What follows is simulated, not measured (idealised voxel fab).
The following is a process module called voxel spacer lines.
We display cut, a cross-section 295 nm in width whose square cells are each 5 nm.
Square cells in a grid make up a cross-section in this document, and the grid is given as bands, listed from the top down, each one or more rows of cells.
Basically the band line says how high the top is and how high the bottom is, in nm, and then what's in it from left to right, every material with its width in nm. Empty space shows up as "air", and if a single material carries "everywhere" it runs the full band edge to edge.
Heights from 0 (as-received wafer is one material below). Bottom band endless downward, as "z 0 and below".
The two numbers in a width such as "30 to 40" mark its ends across the band: the first belongs to the top row of cells, the second to the bottom row, and from each row to the next the width moves by the same amount.
Reading "nothing got changed" for a step: not a cell of the cross-section changed in it.
You'll see "Closed void roster" listing empty spaces that have no way open to the top, as long as they're 8 cells or more; the notation is width x height at distance, where the distance is from the left edge, and all of it is in nm.
Whatever follows a step's settings on its line is a remark the simulator itself makes about that step.
The line of a step may include "overlay nm". On a step with a mask, this value is how far to the right of its planned place the mask lay. A negative value means the mask lay to the left.
-- Planned step list for the process
1 RECEIVE,material Si
2 CONFORMAL_DEP,material SiO2,thk nm 5
3 DIRECTIONAL_DEP,material W,thk nm 15
4 DIRECTIONAL_DEP,material polySi,thk nm 20
5 PATTERN,tone cover,mask id MANDREL,material resist,width nm 15,pitch nm 60,thk nm 25,overlay nm 0
6 DIRECTIONAL_ETCH,etch materials polySi,depth nm 20
7 STRIP,etch materials resist
8 CONFORMAL_DEP,material SiN,thk nm 15
9 DIRECTIONAL_ETCH,etch materials SiN,depth nm 15
10 STRIP,etch materials polySi
11 DIRECTIONAL_ETCH,etch materials W,depth nm 15
12 STRIP,etch materials SiN
-- Shown in cross-section is the wafer as received, that is, as it stands after step 1
    z 0 and below | Si everywhere
    Closed void roster: none
-- First of two wafers at the end of the module, shown in cross-section; run carried out as planned
    z 20 to 5 | 65 air, then 15 W, then 15 air, then 15 W, then 15 air, then 15 W, then 15 air, then 15 W, then 15 air, then 15 W, then 15 air, then 15 W, then 65 air
    z 5 to 0 | SiO2 everywhere
    z 0 and below | Si everywhere
    Closed void roster: none
-- Cross-sectional view: second of two wafers, end of module; start and plan identical to the first, one mistake in running
    z 20 to 5 | 70 air, then 10 W, then 15 air, then 10 W, then 25 air, then 10 W, then 15 air, then 10 W, then 25 air, then 10 W, then 15 air, then 10 W, then 70 air
    z 5 to 0 | SiO2 everywhere
    z 0 and below | Si everywhere
    Closed void roster: none
What broke from the plan during processing? note that step 8 departed from the planned setting and was carried out as CONFORMAL_DEP,material SiN,thk nm 10
Per the end-of-run cell counts, the second wafer holds more or fewer of some materials than the first: W -18
